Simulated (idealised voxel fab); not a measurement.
The name of this process module is voxel self aligned vias.
Xsec cut, 230 nm wide, square cell size 5 nm.
Cross-section layout: square cells on a grid; listed as bands, top to bottom; a band spans one or more cell rows. Top, bottom (nm), then materials left to right with widths (nm); lone material tagged "edge to edge" fills the whole band edge to edge; "air" = empty space. Heights are measured from 0, the level below which the as-received wafer is all one material; the lowest band has no bottom and continues downward, written as in "0 and below". A two-number width, for instance "30 to 40", indicates that the width is equal to the first number in the top row of the band and to the second number in the bottom row, and that it changes by a constant amount per row of cells. "no modification" (step): cross-section cells unchanged, all of them. Any empty space of 8 cells or more lacking an open way to the top shows up in "Voids, fully enclosed" as width x height at distance, distance from the left edge, in nm. On a step's line, text after the settings is the simulator commenting on that step. The setting "overlay nm" may be written on the line of a step. When the step uses a mask, the value reports how far to the right of the planned place the mask lay, and a negative value reports that it lay to the left.
The following list gives the planned process steps
1,RECEIVE: material Si
2,CONFORMAL_DEP: material SiO2, thk nm 15
3,CONFORMAL_DEP: material SiCN, thk nm 5
4,DIRECTIONAL_DEP: material lowk, thk nm 20
5,MASKED_ETCH: tone open, mask id LINES, width nm 30, pitch nm 55, etch materials lowk, depth nm 20, overlay nm -15
6,CONFORMAL_DEP: material TiN, thk nm 5
7,FILL_DEP: material W, thk nm 10
8,CMP: height nm 40
9,SELECTIVE_ETCH: etch materials W Ru TiN, depth nm 5
10,FILL_DEP: material SiN, thk nm 10
11,CMP: height nm 40
12,DIRECTIONAL_DEP: material lowk, thk nm 20
13,DIRECTIONAL_DEP: material aC, thk nm 15
14,PATTERN: tone open, mask id VIAS, material resist, width nm 40, thk nm 30, overlay nm 0
15,DIRECTIONAL_ETCH: etch materials aC, depth nm 15
16,STRIP: etch materials resist
17,DIRECTIONAL_ETCH: etch materials lowk, depth nm 20
18,DIRECTIONAL_ETCH: etch materials SiN, depth nm 5
19,STRIP: etch materials aC
20,CONFORMAL_DEP: material TiN, thk nm 5
21,FILL_DEP: material W, thk nm 10
22,CMP: height nm 60
23,CONFORMAL_DEP: material SiN, thk nm 5
Where the wafers of this document differ is in the overlay nm of step 5; they start out the same, and the plan states the value that applied to the first wafer.
After step 1, as received: first of several wafers, cross-section
> 0 and below | Si edge to edge
> Voids, fully enclosed: none
Last step of the module is step 23; after it, the first of several wafers in cross-section
> 65 down to 60 | SiN edge to edge
> 60 down to 45 | 65 of lowk, then 5 of TiN, then 30 of W, then 5 of TiN, then 125 of lowk
> 45 down to 40 | 65 of lowk, then 5 of TiN, then 10 of W, then 25 of TiN, then 125 of lowk
> 40 down to 35 | 55 of lowk, then 10 of SiN, then 20 of TiN, then 25 of lowk, then 30 of SiN, then 90 of lowk
> 35 down to 25 | 55 of lowk, then 5 of TiN, then 20 of W, then 5 of TiN, then 25 of lowk, then 5 of TiN, then 20 of W, then 5 of TiN, then 90 of lowk
> 25 down to 20 | 55 of lowk, then 30 of TiN, then 25 of lowk, then 30 of TiN, then 90 of lowk
> 20 down to 15 | SiCN edge to edge
> 15 down to 0 | SiO2 edge to edge
> 0 and below | Si edge to edge
> Voids, fully enclosed: none
Cross-section, module end, final of several wafers
> 65 down to 60 | SiN edge to edge
> 60 down to 45 | 65 of lowk, then 5 of TiN, then 30 of W, then 5 of TiN, then 125 of lowk
> 45 down to 40 | 65 of lowk, then 25 of TiN, then 10 of W, then 5 of TiN, then 125 of lowk
> 40 down to 35 | 85 of lowk, then 20 of TiN, then 10 of SiN, then 25 of lowk, then 30 of SiN, then 60 of lowk
> 35 down to 25 | 85 of lowk, then 5 of TiN, then 20 of W, then 5 of TiN, then 25 of lowk, then 5 of TiN, then 20 of W, then 5 of TiN, then 60 of lowk
> 25 down to 20 | 85 of lowk, then 30 of TiN, then 25 of lowk, then 30 of TiN, then 60 of lowk
> 20 down to 15 | SiCN edge to edge
> 15 down to 0 | SiO2 edge to edge
> 0 and below | Si edge to edge
> Voids, fully enclosed: none
Below is a per-wafer table. In it, each row describes the wafer at the end of the module by giving, for each material, the number of cells gained (+) or lost (-) since the wafer was received, and after that the closed voids of the wafer
overlay nm -15 | +46 SiCN | +54 SiN | +138 SiO2 | +36 TiN | +36 W | +288 lowk | Voids, fully enclosed: none
overlay nm -10 | +46 SiCN | +53 SiN | +138 SiO2 | +36 TiN | +37 W | +288 lowk | Voids, fully enclosed: none
overlay nm -5 | +46 SiCN | +52 SiN | +138 SiO2 | +36 TiN | +38 W | +288 lowk | Voids, fully enclosed: none
overlay nm 0 | +46 SiCN | +52 SiN | +138 SiO2 | +36 TiN | +38 W | +288 lowk | Voids, fully enclosed: none
overlay nm 5 | +46 SiCN | +52 SiN | +138 SiO2 | +36 TiN | +38 W | +288 lowk | Voids, fully enclosed: none
overlay nm 10 | +46 SiCN | +53 SiN | +138 SiO2 | +36 TiN | +37 W | +288 lowk | Voids, fully enclosed: none
overlay nm 15 | +46 SiCN | +54 SiN | +138 SiO2 | +36 TiN | +36 W | +288 lowk | Voids, fully enclosed: none
